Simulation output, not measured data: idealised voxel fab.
The following is a process module called voxel transistor to metal.
The cross-section on display is named cut; it measures 185 nm wide, and its cells are 5 nm squares.
Reading order for cross-sections: top band down to bottom band. Underlying form: a grid of square cells. Band size: one or more rows of cells. For a band, the entry starts with two heights in nm, that of the top and then that of the bottom, and carries on with the band's materials in order from left to right, each alongside its width in nm; the word "edge to edge" beside a single material means it fills the band edge to edge, and "blank" means empty space. Below 0: as-received wafer, all one material; heights counted from there. Lowest band: no bottom, goes on down, written "from 0 down". You'd read "30 to 40" like this: the band's top row of cells is as wide as the first number, its bottom row is as wide as the second, and going down, every row changes width by the same amount as the row before did. "nothing different" after a step means that no cell of the cross-section changed. Voids not open to the top, 8 cells minimum: see "Sealed cavities". Written width x height at distance; distance is from the left edge; nm. The remark found on a step's line after its settings is issued by the simulator itself and pertains to that step. The line of a step may include "overlay nm". On a step with a mask, this value is how far to the right of its planned place the mask lay. A negative value means the mask lay to the left.
[These are the steps we planned for the process]
- 1: RECEIVE with material Si
- 2: CONFORMAL_DEP with material SiO2, thk nm 5
- 3: CONFORMAL_DEP with material SiN, thk nm 10
- 4: MASKED_ETCH with tone cover, mask id ACTIVE, width nm 95, etch materials SiN, depth nm 10, overlay nm 0
- 5: MASKED_ETCH with tone cover, mask id ACTIVE, width nm 95, etch materials SiO2, depth nm 5, overlay nm 0
- 6: MASKED_ETCH with tone cover, mask id ACTIVE, width nm 95, etch materials Si, depth nm 30, overlay nm 0
- 7: FILL_DEP with material SiO2, thk nm 10
- 8: CMP with height nm 15
- 9: SELECTIVE_ETCH with etch materials SiO2, depth nm 5
- 10: STRIP with etch materials SiN
- 11: SELECTIVE_ETCH with etch materials SiO2, depth nm 5
- 12: OXIDIZE with depth nm 5
- 13: DIRECTIONAL_DEP with material polySi, thk nm 30
- 14: DIRECTIONAL_DEP with material SiCN, thk nm 10
- 15: MASKED_ETCH with tone cover, mask id GATE, width nm 15, etch materials SiCN, depth nm 20, overlay nm 0
- 16: MASKED_ETCH with tone cover, mask id GATE, width nm 15, etch materials polySi, depth nm 40, overlay nm 0
- 17: CONFORMAL_DEP with material SiN, thk nm 10
- 18: DIRECTIONAL_ETCH with etch materials SiN, depth nm 10
- 19: DIRECTIONAL_ETCH with etch materials SiO2, depth nm 5
- 20: DIRECTIONAL_ETCH with etch materials Si, depth nm 10
- 21: EPI with material nSi, thk nm 10
- 22: FILL_DEP with material SiO2, thk nm 10
- 23: CMP with height nm 40
- 24: DIRECTIONAL_DEP with material SiO2, thk nm 10
- 25: PATTERN with tone open, mask id CONTACT, material resist, width nm 30, pitch nm 55, thk nm 20, overlay nm 0
- 26: DIRECTIONAL_ETCH with etch materials SiO2, depth nm 55
- 27: STRIP with etch materials resist
- 28: CONFORMAL_DEP with material TiN, thk nm 5
- 29: FILL_DEP with material Ru, thk nm 5
- 30: CMP with height nm 50
- 31: DIRECTIONAL_DEP with material TiN, thk nm 5
- 32: DIRECTIONAL_DEP with material W, thk nm 15
- 33: PATTERN with tone cover, mask id METAL_1, material resist, width nm 20, pitch nm 65, thk nm 20, overlay nm 0
- 34: DIRECTIONAL_ETCH with etch materials W, depth nm 15
- 35: DIRECTIONAL_ETCH with etch materials TiN, depth nm 5
- 36: STRIP with etch materials resist
- 37: CONFORMAL_DEP with material SiCN, thk nm 5
- 38: FILL_DEP with material SiO2, thk nm 5
- 39: CMP with height nm 70
- 40: CONFORMAL_DEP with material SiN, thk nm 5
[Below: the first of two wafers, run as planned]
[So this is the incoming wafer in cross-section - it's already been through step 1]
    from 0 down  Si edge to edge
    Sealed cavities: none
[Wafer xsec, post step 2]
    from 5 to 0  SiO2 edge to edge
    Note: structure below 0 unchanged.
[Wafer xsec, post step 3]
    from 15 to 5  SiN edge to edge
    Note: structure below 5 unchanged.
[Wafer xsec, post step 4]
    from 15 to 5  45 blank, then 95 SiN, then 45 blank
    Note: structure below 5 unchanged.
[Wafer xsec, post step 5]
    from 15 to 5  45 blank, then 95 SiN, then 45 blank
    from 5 to 0  45 blank, then 95 SiO2, then 45 blank
    Note: structure below 0 unchanged.
[Wafer xsec, post step 6]
    from 15 to 5  45 blank, then 95 SiN, then 45 blank
    from 5 to 0  45 blank, then 95 SiO2, then 45 blank
    from 0 to -30  45 blank, then 95 Si, then 45 blank
    Note: structure below -30 unchanged.
[Wafer xsec, post step 7]
    from 25 to 15  SiO2 edge to edge
    from 15 to 5  45 SiO2, then 95 SiN, then 45 SiO2
    from 5 to 0  SiO2 edge to edge
    from 0 to -30  45 SiO2, then 95 Si, then 45 SiO2
    Note: structure below -30 unchanged.
[Wafer xsec, post step 8]
    from 15 to 5  45 SiO2, then 95 SiN, then 45 SiO2
    Note: structure below 5 unchanged.
[Wafer xsec, post step 9]
    from 15 to 10  45 blank, then 95 SiN, then 45 blank
    Note: structure below 10 unchanged.
[Wafer xsec, post step 10]
    from 10 to 5  45 SiO2, then 95 blank, then 45 SiO2
    Note: structure below 5 unchanged.
[Wafer xsec, post step 11]
    from 5 to 0  40 SiO2, then 105 blank, then 40 SiO2
    Note: structure below 0 unchanged.
[Wafer xsec, post step 12]
    from 5 to 0  40 SiO2, then 105 blank, then 40 SiO2
    from 0 to -5  SiO2 edge to edge
    Note: structure below -5 unchanged.
[Wafer xsec, post step 13]
    from 35 to 30  40 polySi, then 105 blank, then 40 polySi
    from 30 to 5  polySi edge to edge
    from 5 to 0  40 SiO2, then 105 polySi, then 40 SiO2
    Note: structure below 0 unchanged.
[Wafer xsec, post step 14]
    from 45 to 40  40 SiCN, then 105 blank, then 40 SiCN
    from 40 to 35  SiCN edge to edge
    from 35 to 30  40 polySi, then 105 SiCN, then 40 polySi
    Note: structure below 30 unchanged.
[Wafer xsec, post step 15]
    from 40 to 35  85 blank, then 15 SiCN, then 85 blank
    from 35 to 30  40 polySi, then 45 blank, then 15 SiCN, then 45 blank, then 40 polySi
    Note: structure below 30 unchanged.
[Wafer xsec, post step 16]
    from 40 to 30  85 blank, then 15 SiCN, then 85 blank
    from 30 to 5  85 blank, then 15 polySi, then 85 blank
    from 5 to 0  40 SiO2, then 45 blank, then 15 polySi, then 45 blank, then 40 SiO2
    Note: structure below 0 unchanged.
[Wafer xsec, post step 17]
    from 50 to 40  75 blank, then 35 SiN, then 75 blank
    from 40 to 30  75 blank, then 10 SiN, then 15 SiCN, then 10 SiN, then 75 blank
    from 30 to 15  75 blank, then 10 SiN, then 15 polySi, then 10 SiN, then 75 blank
    from 15 to 10  50 SiN, then 25 blank, then 10 SiN, then 15 polySi, then 10 SiN, then 25 blank, then 50 SiN
    from 10 to 5  85 SiN, then 15 polySi, then 85 SiN
    from 5 to 0  40 SiO2, then 45 SiN, then 15 polySi, then 45 SiN, then 40 SiO2
    Note: structure below 0 unchanged.
[Wafer xsec, post step 18]
    from 40 to 30  75 blank, then 10 SiN, then 15 SiCN, then 10 SiN, then 75 blank
    from 30 to 5  75 blank, then 10 SiN, then 15 polySi, then 10 SiN, then 75 blank
    from 5 to 0  40 SiO2, then 10 SiN, then 25 blank, then 10 SiN, then 15 polySi, then 10 SiN, then 25 blank, then 10 SiN, then 40 SiO2
    Note: structure below 0 unchanged.
[Wafer xsec, post step 19]
    from 40 to 30  75 blank, then 10 SiN, then 15 SiCN, then 10 SiN, then 75 blank
    from 30 to 5  75 blank, then 10 SiN, then 15 polySi, then 10 SiN, then 75 blank
    from 5 to 0  40 blank, then 10 SiN, then 25 blank, then 10 SiN, then 15 polySi, then 10 SiN, then 25 blank, then 10 SiN, then 40 blank
    from 0 to -5  50 SiO2, then 25 blank, then 35 SiO2, then 25 blank, then 50 SiO2
    Note: structure below -5 unchanged.
[Wafer xsec, post step 20]
    from 40 to 30  75 blank, then 10 SiN, then 15 SiCN, then 10 SiN, then 75 blank
    from 30 to 5  75 blank, then 10 SiN, then 15 polySi, then 10 SiN, then 75 blank
    from 5 to 0  40 blank, then 10 SiN, then 25 blank, then 10 SiN, then 15 polySi, then 10 SiN, then 25 blank, then 10 SiN, then 40 blank
    from 0 to -5  50 SiO2, then 25 blank, then 35 SiO2, then 25 blank, then 50 SiO2
    from -5 to -15  45 SiO2, then 5 Si, then 25 blank, then 35 Si, then 25 blank, then 5 Si, then 45 SiO2
    Note: structure below -15 unchanged.
[Wafer xsec, post step 21]
    from 40 to 30  75 blank, then 10 SiN, then 15 SiCN, then 10 SiN, then 75 blank
    from 30 to 5  75 blank, then 10 SiN, then 15 polySi, then 10 SiN, then 75 blank
    from 5 to 0  40 blank, then 10 SiN, then 10 nSi, then 5 blank, then 10 nSi, then 10 SiN, then 15 polySi, then 10 SiN, then 10 nSi, then 5 blank, then 10 nSi, then 10 SiN, then 40 blank
    from 0 to -5  50 SiO2, then 10 nSi, then 5 blank, then 10 nSi, then 35 SiO2, then 10 nSi, then 5 blank, then 10 nSi, then 50 SiO2
    from -5 to -15  45 SiO2, then 5 Si, then 25 nSi, then 35 Si, then 25 nSi, then 5 Si, then 45 SiO2
    Note: structure below -15 unchanged.
[Wafer xsec, post step 22]
    from 50 to 40  SiO2 edge to edge
    from 40 to 30  75 SiO2, then 10 SiN, then 15 SiCN, then 10 SiN, then 75 SiO2
    from 30 to 5  75 SiO2, then 10 SiN, then 15 polySi, then 10 SiN, then 75 SiO2
    from 5 to 0  40 SiO2, then 10 SiN, then 10 nSi, then 5 SiO2, then 10 nSi, then 10 SiN, then 15 polySi, then 10 SiN, then 10 nSi, then 5 SiO2, then 10 nSi, then 10 SiN, then 40 SiO2
    from 0 to -5  50 SiO2, then 10 nSi, then 5 SiO2, then 10 nSi, then 35 SiO2, then 10 nSi, then 5 SiO2, then 10 nSi, then 50 SiO2
    Note: structure below -5 unchanged.
[Wafer xsec, post step 23]
    from 40 to 30  75 SiO2, then 10 SiN, then 15 SiCN, then 10 SiN, then 75 SiO2
    Note: structure below 30 unchanged.
[Wafer xsec, post step 24]
    from 50 to 40  SiO2 edge to edge
    Note: structure below 40 unchanged.
[Wafer xsec, post step 25]
    from 70 to 50  50 resist, then 30 blank, then 25 resist, then 30 blank, then 50 resist
    Note: structure below 50 unchanged.
[Wafer xsec, post step 26]
    from 70 to 50  50 resist, then 30 blank, then 25 resist, then 30 blank, then 50 resist
    from 50 to 40  50 SiO2, then 30 blank, then 25 SiO2, then 30 blank, then 50 SiO2
    from 40 to 30  50 SiO2, then 25 blank, then 10 SiN, then 15 SiCN, then 10 SiN, then 25 blank, then 50 SiO2
    from 30 to 5  50 SiO2, then 25 blank, then 10 SiN, then 15 polySi, then 10 SiN, then 25 blank, then 50 SiO2
    from 5 to 0  40 SiO2, then 10 SiN, then 10 nSi, then 5 blank, then 10 nSi, then 10 SiN, then 15 polySi, then 10 SiN, then 10 nSi, then 5 blank, then 10 nSi, then 10 SiN, then 40 SiO2
    from 0 to -5  50 SiO2, then 10 nSi, then 5 blank, then 10 nSi, then 35 SiO2, then 10 nSi, then 5 blank, then 10 nSi, then 50 SiO2
    Note: structure below -5 unchanged.
[Wafer xsec, post step 27]
    from 50 to 40  50 SiO2, then 30 blank, then 25 SiO2, then 30 blank, then 50 SiO2
    Note: structure below 40 unchanged.
[Wafer xsec, post step 28]
    from 55 to 50  55 TiN, then 20 blank, then 35 TiN, then 20 blank, then 55 TiN
    from 50 to 40  50 SiO2, then 5 TiN, then 20 to 15 blank, then 5 to 10 TiN, then 25 SiO2, then 5 to 10 TiN, then 20 to 15 blank, then 5 TiN, then 50 SiO2
    from 40 to 30  50 SiO2, then 5 TiN, then 15 blank, then 5 TiN, then 10 SiN, then 15 SiCN, then 10 SiN, then 5 TiN, then 15 blank, then 5 TiN, then 50 SiO2
    from 30 to 10  50 SiO2, then 5 TiN, then 15 blank, then 5 TiN, then 10 SiN, then 15 polySi, then 10 SiN, then 5 TiN, then 15 blank, then 5 TiN, then 50 SiO2
    from 10 to 5  50 SiO2, then 25 TiN, then 10 SiN, then 15 polySi, then 10 SiN, then 25 TiN, then 50 SiO2
    from 5 to 0  40 SiO2, then 10 SiN, then 10 nSi, then 5 TiN, then 10 nSi, then 10 SiN, then 15 polySi, then 10 SiN, then 10 nSi, then 5 TiN, then 10 nSi, then 10 SiN, then 40 SiO2
    from 0 to -5  50 SiO2, then 10 nSi, then 5 TiN, then 10 nSi, then 35 SiO2, then 10 nSi, then 5 TiN, then 10 nSi, then 50 SiO2
    Note: structure below -5 unchanged.
[Wafer xsec, post step 29]
    from 60 to 55  Ru edge to edge
    from 55 to 50  55 TiN, then 20 Ru, then 35 TiN, then 20 Ru, then 55 TiN
    from 50 to 40  50 SiO2, then 5 TiN, then 20 to 15 Ru, then 5 to 10 TiN, then 25 SiO2, then 5 to 10 TiN, then 20 to 15 Ru, then 5 TiN, then 50 SiO2
    from 40 to 30  50 SiO2, then 5 TiN, then 15 Ru, then 5 TiN, then 10 SiN, then 15 SiCN, then 10 SiN, then 5 TiN, then 15 Ru, then 5 TiN, then 50 SiO2
    from 30 to 10  50 SiO2, then 5 TiN, then 15 Ru, then 5 TiN, then 10 SiN, then 15 polySi, then 10 SiN, then 5 TiN, then 15 Ru, then 5 TiN, then 50 SiO2
    Note: structure below 10 unchanged.
[Wafer xsec, post step 30]
    from 50 to 40  50 SiO2, then 5 TiN, then 20 to 15 Ru, then 5 to 10 TiN, then 25 SiO2, then 5 to 10 TiN, then 20 to 15 Ru, then 5 TiN, then 50 SiO2
    Note: structure below 40 unchanged.
[Wafer xsec, post step 31]
    from 55 to 50  TiN edge to edge
    Note: structure below 50 unchanged.
[Wafer xsec, post step 32]
    from 70 to 55  W edge to edge
    Note: structure below 55 unchanged.
[Wafer xsec, post step 33]
    from 90 to 70  50 blank, then 20 resist, then 45 blank, then 20 resist, then 50 blank
    Note: structure below 70 unchanged.
[Wafer xsec, post step 34]
    from 90 to 70  50 blank, then 20 resist, then 45 blank, then 20 resist, then 50 blank
    from 70 to 55  50 blank, then 20 W, then 45 blank, then 20 W, then 50 blank
    Note: structure below 55 unchanged.
[Wafer xsec, post step 35]
    from 90 to 70  50 blank, then 20 resist, then 45 blank, then 20 resist, then 50 blank
    from 70 to 55  50 blank, then 20 W, then 45 blank, then 20 W, then 50 blank
    from 55 to 50  50 blank, then 20 TiN, then 45 blank, then 20 TiN, then 50 blank
    Note: structure below 50 unchanged.
[Wafer xsec, post step 36]
    from 70 to 55  50 blank, then 20 W, then 45 blank, then 20 W, then 50 blank
    Note: structure below 55 unchanged.
[Wafer xsec, post step 37]
    from 75 to 70  45 blank, then 30 SiCN, then 35 blank, then 30 SiCN, then 45 blank
    from 70 to 55  45 blank, then 5 SiCN, then 20 W, then 5 SiCN, then 35 blank, then 5 SiCN, then 20 W, then 5 SiCN, then 45 blank
    from 55 to 50  50 SiCN, then 20 TiN, then 45 SiCN, then 20 TiN, then 50 SiCN
    Note: structure below 50 unchanged.
[Wafer xsec, post step 38]
    from 80 to 75  SiO2 edge to edge
    from 75 to 70  45 SiO2, then 30 SiCN, then 35 SiO2, then 30 SiCN, then 45 SiO2
    from 70 to 55  45 SiO2, then 5 SiCN, then 20 W, then 5 SiCN, then 35 SiO2, then 5 SiCN, then 20 W, then 5 SiCN, then 45 SiO2
    Note: structure below 55 unchanged.
[Wafer xsec, post step 39]
    from 70 to 55  45 SiO2, then 5 SiCN, then 20 W, then 5 SiCN, then 35 SiO2, then 5 SiCN, then 20 W, then 5 SiCN, then 45 SiO2
    Note: structure below 55 unchanged.
[Wafer xsec, post step 40]
    from 75 to 70  SiN edge to edge
    Note: structure below 70 unchanged.
[The remaining wafer, second of the two, started like the first and was run to the same plan, except that one mistake was made along the way; the two coincide through step 5, inclusive]
[Second wafer, section view, time point: scheduled end of step 6]
    from 15 to 5  45 blank, then 95 SiN, then 45 blank
    from 5 to 0  45 blank, then 95 SiO2, then 45 blank
    from 0 to -60  45 blank, then 95 Si, then 45 blank
    Note: structure below -60 unchanged.
[Second wafer, section view, time point: scheduled end of step 7]
    from 25 to 15  SiO2 edge to edge
    from 15 to 5  45 SiO2, then 95 SiN, then 45 SiO2
    from 5 to 0  SiO2 edge to edge
    from 0 to -60  45 SiO2, then 95 Si, then 45 SiO2
    Note: structure below -60 unchanged.
[Second wafer, section view, time point: scheduled end of step 8]
    from 15 to 5  45 SiO2, then 95 SiN, then 45 SiO2
    Note: structure below 5 unchanged.
[Second wafer, section view, time point: scheduled end of step 9]
    from 15 to 10  45 blank, then 95 SiN, then 45 blank
    Note: structure below 10 unchanged.
[Second wafer, section view, time point: scheduled end of step 10]
    from 10 to 5  45 SiO2, then 95 blank, then 45 SiO2
    Note: structure below 5 unchanged.
[Second wafer, section view, time point: scheduled end of step 11]
    from 5 to 0  40 SiO2, then 105 blank, then 40 SiO2
    Note: structure below 0 unchanged.
[Second wafer, section view, time point: scheduled end of step 12]
    from 5 to 0  40 SiO2, then 105 blank, then 40 SiO2
    from 0 to -5  SiO2 edge to edge
    Note: structure below -5 unchanged.
[Second wafer, section view, time point: scheduled end of step 13]
    from 35 to 30  40 polySi, then 105 blank, then 40 polySi
    from 30 to 5  polySi edge to edge
    from 5 to 0  40 SiO2, then 105 polySi, then 40 SiO2
    Note: structure below 0 unchanged.
[Second wafer, section view, time point: scheduled end of step 14]
    from 45 to 40  40 SiCN, then 105 blank, then 40 SiCN
    from 40 to 35  SiCN edge to edge
    from 35 to 30  40 polySi, then 105 SiCN, then 40 polySi
    Note: structure below 30 unchanged.
[Second wafer, section view, time point: scheduled end of step 15]
    from 40 to 35  85 blank, then 15 SiCN, then 85 blank
    from 35 to 30  40 polySi, then 45 blank, then 15 SiCN, then 45 blank, then 40 polySi
    Note: structure below 30 unchanged.
[Second wafer, section view, time point: scheduled end of step 16]
    from 40 to 30  85 blank, then 15 SiCN, then 85 blank
    from 30 to 5  85 blank, then 15 polySi, then 85 blank
    from 5 to 0  40 SiO2, then 45 blank, then 15 polySi, then 45 blank, then 40 SiO2
    Note: structure below 0 unchanged.
[Second wafer, section view, time point: scheduled end of step 17]
    from 50 to 40  75 blank, then 35 SiN, then 75 blank
    from 40 to 30  75 blank, then 10 SiN, then 15 SiCN, then 10 SiN, then 75 blank
    from 30 to 15  75 blank, then 10 SiN, then 15 polySi, then 10 SiN, then 75 blank
    from 15 to 10  50 SiN, then 25 blank, then 10 SiN, then 15 polySi, then 10 SiN, then 25 blank, then 50 SiN
    from 10 to 5  85 SiN, then 15 polySi, then 85 SiN
    from 5 to 0  40 SiO2, then 45 SiN, then 15 polySi, then 45 SiN, then 40 SiO2
    Note: structure below 0 unchanged.
[Second wafer, section view, time point: scheduled end of step 18]
    from 40 to 30  75 blank, then 10 SiN, then 15 SiCN, then 10 SiN, then 75 blank
    from 30 to 5  75 blank, then 10 SiN, then 15 polySi, then 10 SiN, then 75 blank
    from 5 to 0  40 SiO2, then 10 SiN, then 25 blank, then 10 SiN, then 15 polySi, then 10 SiN, then 25 blank, then 10 SiN, then 40 SiO2
    Note: structure below 0 unchanged.
[Second wafer, section view, time point: scheduled end of step 19]
    from 40 to 30  75 blank, then 10 SiN, then 15 SiCN, then 10 SiN, then 75 blank
    from 30 to 5  75 blank, then 10 SiN, then 15 polySi, then 10 SiN, then 75 blank
    from 5 to 0  40 blank, then 10 SiN, then 25 blank, then 10 SiN, then 15 polySi, then 10 SiN, then 25 blank, then 10 SiN, then 40 blank
    from 0 to -5  50 SiO2, then 25 blank, then 35 SiO2, then 25 blank, then 50 SiO2
    Note: structure below -5 unchanged.
[Second wafer, section view, time point: scheduled end of step 20]
    from 40 to 30  75 blank, then 10 SiN, then 15 SiCN, then 10 SiN, then 75 blank
    from 30 to 5  75 blank, then 10 SiN, then 15 polySi, then 10 SiN, then 75 blank
    from 5 to 0  40 blank, then 10 SiN, then 25 blank, then 10 SiN, then 15 polySi, then 10 SiN, then 25 blank, then 10 SiN, then 40 blank
    from 0 to -5  50 SiO2, then 25 blank, then 35 SiO2, then 25 blank, then 50 SiO2
    from -5 to -15  45 SiO2, then 5 Si, then 25 blank, then 35 Si, then 25 blank, then 5 Si, then 45 SiO2
    Note: structure below -15 unchanged.
[Second wafer, section view, time point: scheduled end of step 21]
    from 40 to 30  75 blank, then 10 SiN, then 15 SiCN, then 10 SiN, then 75 blank
    from 30 to 5  75 blank, then 10 SiN, then 15 polySi, then 10 SiN, then 75 blank
    from 5 to 0  40 blank, then 10 SiN, then 10 nSi, then 5 blank, then 10 nSi, then 10 SiN, then 15 polySi, then 10 SiN, then 10 nSi, then 5 blank, then 10 nSi, then 10 SiN, then 40 blank
    from 0 to -5  50 SiO2, then 10 nSi, then 5 blank, then 10 nSi, then 35 SiO2, then 10 nSi, then 5 blank, then 10 nSi, then 50 SiO2
    from -5 to -15  45 SiO2, then 5 Si, then 25 nSi, then 35 Si, then 25 nSi, then 5 Si, then 45 SiO2
    Note: structure below -15 unchanged.
[Second wafer, section view, time point: scheduled end of step 22]
    from 50 to 40  SiO2 edge to edge
    from 40 to 30  75 SiO2, then 10 SiN, then 15 SiCN, then 10 SiN, then 75 SiO2
    from 30 to 5  75 SiO2, then 10 SiN, then 15 polySi, then 10 SiN, then 75 SiO2
    from 5 to 0  40 SiO2, then 10 SiN, then 10 nSi, then 5 SiO2, then 10 nSi, then 10 SiN, then 15 polySi, then 10 SiN, then 10 nSi, then 5 SiO2, then 10 nSi, then 10 SiN, then 40 SiO2
    from 0 to -5  50 SiO2, then 10 nSi, then 5 SiO2, then 10 nSi, then 35 SiO2, then 10 nSi, then 5 SiO2, then 10 nSi, then 50 SiO2
    Note: structure below -5 unchanged.
[Second wafer, section view, time point: scheduled end of step 23]
    from 40 to 30  75 SiO2, then 10 SiN, then 15 SiCN, then 10 SiN, then 75 SiO2
    Note: structure below 30 unchanged.
[Second wafer, section view, time point: scheduled end of step 24]
    from 50 to 40  SiO2 edge to edge
    Note: structure below 40 unchanged.
[Second wafer, section view, time point: scheduled end of step 25]
    from 70 to 50  50 resist, then 30 blank, then 25 resist, then 30 blank, then 50 resist
    Note: structure below 50 unchanged.
[Second wafer, section view, time point: scheduled end of step 26]
    from 70 to 50  50 resist, then 30 blank, then 25 resist, then 30 blank, then 50 resist
    from 50 to 40  50 SiO2, then 30 blank, then 25 SiO2, then 30 blank, then 50 SiO2
    from 40 to 30  50 SiO2, then 25 blank, then 10 SiN, then 15 SiCN, then 10 SiN, then 25 blank, then 50 SiO2
    from 30 to 5  50 SiO2, then 25 blank, then 10 SiN, then 15 polySi, then 10 SiN, then 25 blank, then 50 SiO2
    from 5 to 0  40 SiO2, then 10 SiN, then 10 nSi, then 5 blank, then 10 nSi, then 10 SiN, then 15 polySi, then 10 SiN, then 10 nSi, then 5 blank, then 10 nSi, then 10 SiN, then 40 SiO2
    from 0 to -5  50 SiO2, then 10 nSi, then 5 blank, then 10 nSi, then 35 SiO2, then 10 nSi, then 5 blank, then 10 nSi, then 50 SiO2
    Note: structure below -5 unchanged.
[Second wafer, section view, time point: scheduled end of step 27]
    from 50 to 40  50 SiO2, then 30 blank, then 25 SiO2, then 30 blank, then 50 SiO2
    Note: structure below 40 unchanged.
[Second wafer, section view, time point: scheduled end of step 28]
    from 55 to 50  55 TiN, then 20 blank, then 35 TiN, then 20 blank, then 55 TiN
    from 50 to 40  50 SiO2, then 5 TiN, then 20 to 15 blank, then 5 to 10 TiN, then 25 SiO2, then 5 to 10 TiN, then 20 to 15 blank, then 5 TiN, then 50 SiO2
    from 40 to 30  50 SiO2, then 5 TiN, then 15 blank, then 5 TiN, then 10 SiN, then 15 SiCN, then 10 SiN, then 5 TiN, then 15 blank, then 5 TiN, then 50 SiO2
    from 30 to 10  50 SiO2, then 5 TiN, then 15 blank, then 5 TiN, then 10 SiN, then 15 polySi, then 10 SiN, then 5 TiN, then 15 blank, then 5 TiN, then 50 SiO2
    from 10 to 5  50 SiO2, then 25 TiN, then 10 SiN, then 15 polySi, then 10 SiN, then 25 TiN, then 50 SiO2
    from 5 to 0  40 SiO2, then 10 SiN, then 10 nSi, then 5 TiN, then 10 nSi, then 10 SiN, then 15 polySi, then 10 SiN, then 10 nSi, then 5 TiN, then 10 nSi, then 10 SiN, then 40 SiO2
    from 0 to -5  50 SiO2, then 10 nSi, then 5 TiN, then 10 nSi, then 35 SiO2, then 10 nSi, then 5 TiN, then 10 nSi, then 50 SiO2
    Note: structure below -5 unchanged.
[Second wafer, section view, time point: scheduled end of step 29]
    from 60 to 55  Ru edge to edge
    from 55 to 50  55 TiN, then 20 Ru, then 35 TiN, then 20 Ru, then 55 TiN
    from 50 to 40  50 SiO2, then 5 TiN, then 20 to 15 Ru, then 5 to 10 TiN, then 25 SiO2, then 5 to 10 TiN, then 20 to 15 Ru, then 5 TiN, then 50 SiO2
    from 40 to 30  50 SiO2, then 5 TiN, then 15 Ru, then 5 TiN, then 10 SiN, then 15 SiCN, then 10 SiN, then 5 TiN, then 15 Ru, then 5 TiN, then 50 SiO2
    from 30 to 10  50 SiO2, then 5 TiN, then 15 Ru, then 5 TiN, then 10 SiN, then 15 polySi, then 10 SiN, then 5 TiN, then 15 Ru, then 5 TiN, then 50 SiO2
    Note: structure below 10 unchanged.
[Second wafer, section view, time point: scheduled end of step 30]
    from 50 to 40  50 SiO2, then 5 TiN, then 20 to 15 Ru, then 5 to 10 TiN, then 25 SiO2, then 5 to 10 TiN, then 20 to 15 Ru, then 5 TiN, then 50 SiO2
    Note: structure below 40 unchanged.
[Second wafer, section view, time point: scheduled end of step 31]
    from 55 to 50  TiN edge to edge
    Note: structure below 50 unchanged.
[Second wafer, section view, time point: scheduled end of step 32]
    from 70 to 55  W edge to edge
    Note: structure below 55 unchanged.
[Second wafer, section view, time point: scheduled end of step 33]
    from 90 to 70  50 blank, then 20 resist, then 45 blank, then 20 resist, then 50 blank
    Note: structure below 70 unchanged.
[Second wafer, section view, time point: scheduled end of step 34]
    from 90 to 70  50 blank, then 20 resist, then 45 blank, then 20 resist, then 50 blank
    from 70 to 55  50 blank, then 20 W, then 45 blank, then 20 W, then 50 blank
    Note: structure below 55 unchanged.
[Second wafer, section view, time point: scheduled end of step 35]
    from 90 to 70  50 blank, then 20 resist, then 45 blank, then 20 resist, then 50 blank
    from 70 to 55  50 blank, then 20 W, then 45 blank, then 20 W, then 50 blank
    from 55 to 50  50 blank, then 20 TiN, then 45 blank, then 20 TiN, then 50 blank
    Note: structure below 50 unchanged.
[Second wafer, section view, time point: scheduled end of step 36]
    from 70 to 55  50 blank, then 20 W, then 45 blank, then 20 W, then 50 blank
    Note: structure below 55 unchanged.
[Second wafer, section view, time point: scheduled end of step 37]
    from 75 to 70  45 blank, then 30 SiCN, then 35 blank, then 30 SiCN, then 45 blank
    from 70 to 55  45 blank, then 5 SiCN, then 20 W, then 5 SiCN, then 35 blank, then 5 SiCN, then 20 W, then 5 SiCN, then 45 blank
    from 55 to 50  50 SiCN, then 20 TiN, then 45 SiCN, then 20 TiN, then 50 SiCN
    Note: structure below 50 unchanged.
[Second wafer, section view, time point: scheduled end of step 38]
    from 80 to 75  SiO2 edge to edge
    from 75 to 70  45 SiO2, then 30 SiCN, then 35 SiO2, then 30 SiCN, then 45 SiO2
    from 70 to 55  45 SiO2, then 5 SiCN, then 20 W, then 5 SiCN, then 35 SiO2, then 5 SiCN, then 20 W, then 5 SiCN, then 45 SiO2
    Note: structure below 55 unchanged.
[Second wafer, section view, time point: scheduled end of step 39]
    from 70 to 55  45 SiO2, then 5 SiCN, then 20 W, then 5 SiCN, then 35 SiO2, then 5 SiCN, then 20 W, then 5 SiCN, then 45 SiO2
    Note: structure below 55 unchanged.
[Second wafer, section view, time point: scheduled end of step 40]
    from 75 to 70  SiN edge to edge
    Note: structure below 70 unchanged.
Where did the run depart from the plan? step 6 from the plan got run twice
Once processing is complete, comparing cell counts shows that the second wafer has more or fewer of certain materials than the first: Si -108; SiO2 +108
